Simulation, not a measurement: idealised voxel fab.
A process module follows: voxel transistor to metal.
The cross-section shown here is cut; it is 190 nm wide and divided into square cells measuring 5 nm on a side.
When this document writes out a cross-section, it uses a grid of square cells and lists it as bands, beginning at the top and moving down, with a band standing for one or more rows of cells.
In this notation a band is specified by the heights of its top and bottom, in that order and in nm, after which its materials appear from left to right, each paired with its width in nm. The word "everywhere" attached to a single material means that material fills the band from edge to edge; the word "air" stands for empty space.
Heights are reckoned from 0. Under this level, the received wafer is all of one material. The bottommost band is open-ended downward, for example "0 -> down".
The notation "30..40" denotes a width that varies across the rows of cells in the band, beginning at the first number in the top row, finishing at the second number in the bottom row, and changing by an identical amount from each row to the next.
"same as before", as given for a step, is the statement that not any cell of the cross-section underwent a change during that step.
Look at "Trapped void list" for the closed voids: empty spaces with no open path to the top, sized 8 cells or up. Each is width x height at distance, distance from the left edge, all nm.
Text after the settings on a step's line: the simulator's own remark on that step.
A step line may carry the setting "overlay nm", which, for steps involving a mask, states the distance by which the mask lay to the right of its intended position; negative values denote displacement to the left.

List of planned process steps
1,RECEIVE (material Si)
2,OXIDIZE (depth nm 5)
3,CONFORMAL_DEP (material SiN; thk nm 10)
4,MASKED_ETCH (tone cover; mask id ACTIVE; width nm 100; etch materials SiN; depth nm 10; overlay nm 0)
5,MASKED_ETCH (tone cover; mask id ACTIVE; width nm 100; etch materials SiO2; depth nm 5; overlay nm 0)
6,MASKED_ETCH (tone cover; mask id ACTIVE; width nm 100; etch materials Si; depth nm 35; overlay nm 0)
7,OXIDIZE (depth nm 5)
8,FILL_DEP (material SiO2; thk nm 15)
9,CMP (height nm 10)
10,SELECTIVE_ETCH (etch materials SiO2; depth nm 5)
11,STRIP (etch materials SiN)
12,SELECTIVE_ETCH (etch materials SiO2; depth nm 5)
13,OXIDIZE (depth nm 5)
14,DIRECTIONAL_DEP (material polySi; thk nm 20)
15,DIRECTIONAL_DEP (material SiCN; thk nm 10)
16,PATTERN (tone cover; mask id GATE; material resist; width nm 20; thk nm 20; overlay nm 0)
17,DIRECTIONAL_ETCH (etch materials SiCN; depth nm 20)
18,DIRECTIONAL_ETCH (etch materials polySi; depth nm 30)
19,STRIP (etch materials resist)
20,CONFORMAL_DEP (material SiO2; thk nm 5)
21,DIRECTIONAL_ETCH (etch materials SiO2; depth nm 5)
22,CONFORMAL_DEP (material SiN; thk nm 10)
23,DIRECTIONAL_ETCH (etch materials SiN; depth nm 10)
24,DIRECTIONAL_ETCH (etch materials SiO2; depth nm 5)
25,DIRECTIONAL_ETCH (etch materials Si; depth nm 10)
26,EPI (material nSi; thk nm 15)
27,FILL_DEP (material SiO2; thk nm 10)
28,CMP (height nm 25)
29,DIRECTIONAL_DEP (material SiO2; thk nm 15)
30,PATTERN (tone open; mask id CONTACT; material resist; width nm 15; pitch nm 75; thk nm 20; overlay nm 0)
31,DIRECTIONAL_ETCH (etch materials SiO2; depth nm 35)
32,STRIP (etch materials resist)
33,CONFORMAL_DEP (material TiN; thk nm 5)
34,FILL_DEP (material Ru; thk nm 10)
35,CMP (height nm 40)
36,CONFORMAL_DEP (material SiCN; thk nm 5)
37,DIRECTIONAL_DEP (material lowk; thk nm 15)
38,PATTERN (tone open; mask id METAL_1; material resist; width nm 15; pitch nm 75; thk nm 20; overlay nm 0)
39,DIRECTIONAL_ETCH (etch materials lowk; depth nm 15)
40,DIRECTIONAL_ETCH (etch materials SiCN; depth nm 5)
41,STRIP (etch materials resist)
42,CONFORMAL_DEP (material TiN; thk nm 5)
43,FILL_DEP (material Ru; thk nm 5)
44,CMP (height nm 60)
45,CONFORMAL_DEP (material SiN; thk nm 5)

Incoming wafer, cross-sectional view, post step 1
	0 -> down | Si everywhere
	Trapped void list: none

End-of-module cross-section of the first of two wafers, processed as planned
	65 -> 60 | SiN everywhere
	60 -> 45 | lowk 50 nm | TiN 5 nm | Ru 5 nm | TiN 5 nm | lowk 60 nm | TiN 5 nm | Ru 5 nm | TiN 5 nm | lowk 50 nm
	45 -> 40 | SiCN 50 nm | TiN 15 nm | SiCN 60 nm | TiN 15 nm | SiCN 50 nm
	40 -> 25 | SiO2 50 nm | TiN 5 nm | Ru 5 nm | TiN 5 nm | SiO2 60 nm | TiN 5 nm | Ru 5 nm | TiN 5 nm | SiO2 50 nm
	25 -> 15 | SiO2 50 nm | TiN 5 nm | Ru 5 nm | TiN 5 nm | SiO2 5 nm | SiN 10 nm | SiO2 5 nm | SiCN 20 nm | SiO2 5 nm | SiN 10 nm | SiO2 5 nm | TiN 5 nm | Ru 5 nm | TiN 5 nm | SiO2 50 nm
	15 -> 10 | SiO2 50 nm | TiN 5 nm | Ru 5 nm | TiN 5 nm | SiO2 5 nm | SiN 10 nm | SiO2 5 nm | polySi 20 nm | SiO2 5 nm | SiN 10 nm | SiO2 5 nm | TiN 5 nm | Ru 5 nm | TiN 5 nm | SiO2 50 nm
	10 -> 5 | SiO2 50 nm | TiN 15 nm | SiO2 5 nm | SiN 10 nm | SiO2 5 nm | polySi 20 nm | SiO2 5 nm | SiN 10 nm | SiO2 5 nm | TiN 15 nm | SiO2 50 nm
	5 -> 0 | SiO2 50 nm | nSi 20 nm | SiN 10 nm | SiO2 5 nm | polySi 20 nm | SiO2 5 nm | SiN 10 nm | nSi 20 nm | SiO2 50 nm
	0 -> -5 | SiO2 45 nm | SiN 10 nm | nSi 15 nm | SiN 10 nm | SiO2 5 nm | polySi 20 nm | SiO2 5 nm | SiN 10 nm | nSi 15 nm | SiN 10 nm | SiO2 45 nm
	-5 -> -10 | SiO2 55 nm | nSi 15 nm | SiO2 50 nm | nSi 15 nm | SiO2 55 nm
	-10 -> -20 | SiO2 50 nm | Si 5 nm | nSi 15 nm | Si 50 nm | nSi 15 nm | Si 5 nm | SiO2 50 nm
	-20 -> -45 | SiO2 50 nm | Si 90 nm | SiO2 50 nm
	-45 -> down | Si everywhere
	Trapped void list: none

Cross-sectional view: second of two wafers, end of module; start and plan identical to the first, one mistake in running
	65 -> 60 | SiN everywhere
	60 -> 45 | lowk 50 nm | TiN 5 nm | Ru 5 nm | TiN 5 nm | lowk 60 nm | TiN 5 nm | Ru 5 nm | TiN 5 nm | lowk 50 nm
	45 -> 40 | SiCN 50 nm | TiN 15 nm | SiCN 60 nm | TiN 15 nm | SiCN 50 nm
	40 -> 25 | SiO2 50 nm | TiN 5 nm | Ru 5 nm | TiN 5 nm | SiO2 60 nm | TiN 5 nm | Ru 5 nm | TiN 5 nm | SiO2 50 nm
	25 -> 15 | SiO2 50 nm | TiN 5 nm | Ru 5 nm | TiN 5 nm | SiO2 5 nm | SiN 10 nm | SiO2 5 nm | SiCN 20 nm | SiO2 5 nm | SiN 10 nm | SiO2 5 nm | TiN 5 nm | Ru 5 nm | TiN 5 nm | SiO2 50 nm
	15 -> 10 | SiO2 50 nm | TiN 5 nm | Ru 5 nm | TiN 5 nm | SiO2 5 nm | SiN 10 nm | SiO2 5 nm | polySi 20 nm | SiO2 5 nm | SiN 10 nm | SiO2 5 nm | TiN 5 nm | Ru 5 nm | TiN 5 nm | SiO2 50 nm
	10 -> 5 | SiO2 50 nm | TiN 15 nm | SiO2 5 nm | SiN 10 nm | SiO2 5 nm | polySi 20 nm | SiO2 5 nm | SiN 10 nm | SiO2 5 nm | TiN 15 nm | SiO2 50 nm
	5 -> 0 | SiO2 55 nm | nSi 15 nm | SiN 10 nm | SiO2 5 nm | polySi 20 nm | SiO2 5 nm | SiN 10 nm | nSi 15 nm | SiO2 55 nm
	0 -> -5 | SiO2 40 nm | SiN 10 nm | nSi 20 nm | SiN 10 nm | SiO2 5 nm | polySi 20 nm | SiO2 5 nm | SiN 10 nm | nSi 20 nm | SiN 10 nm | SiO2 40 nm
	-5 -> -10 | SiO2 40 nm | SiN 5 nm | SiO2 5 nm | nSi 20 nm | SiO2 50 nm | nSi 20 nm | SiO2 5 nm | SiN 5 nm | SiO2 40 nm
	-10 -> -15 | SiO2 55 nm | nSi 15 nm | Si 50 nm | nSi 15 nm | SiO2 55 nm
	-15 -> -20 | SiO2 50 nm | Si 5 nm | nSi 15 nm | Si 50 nm | nSi 15 nm | Si 5 nm | SiO2 50 nm
	-20 -> -45 | SiO2 50 nm | Si 90 nm | SiO2 50 nm
	-45 -> down | Si everywhere
	Trapped void list: none
Run error: steps 10 and 11 of the plan were each performed in the slot designated for the other
End check, counted in cells, second wafer has more or fewer of these materials than the first: -2 Si | +2 SiN | -2 SiO2 | +2 nSi
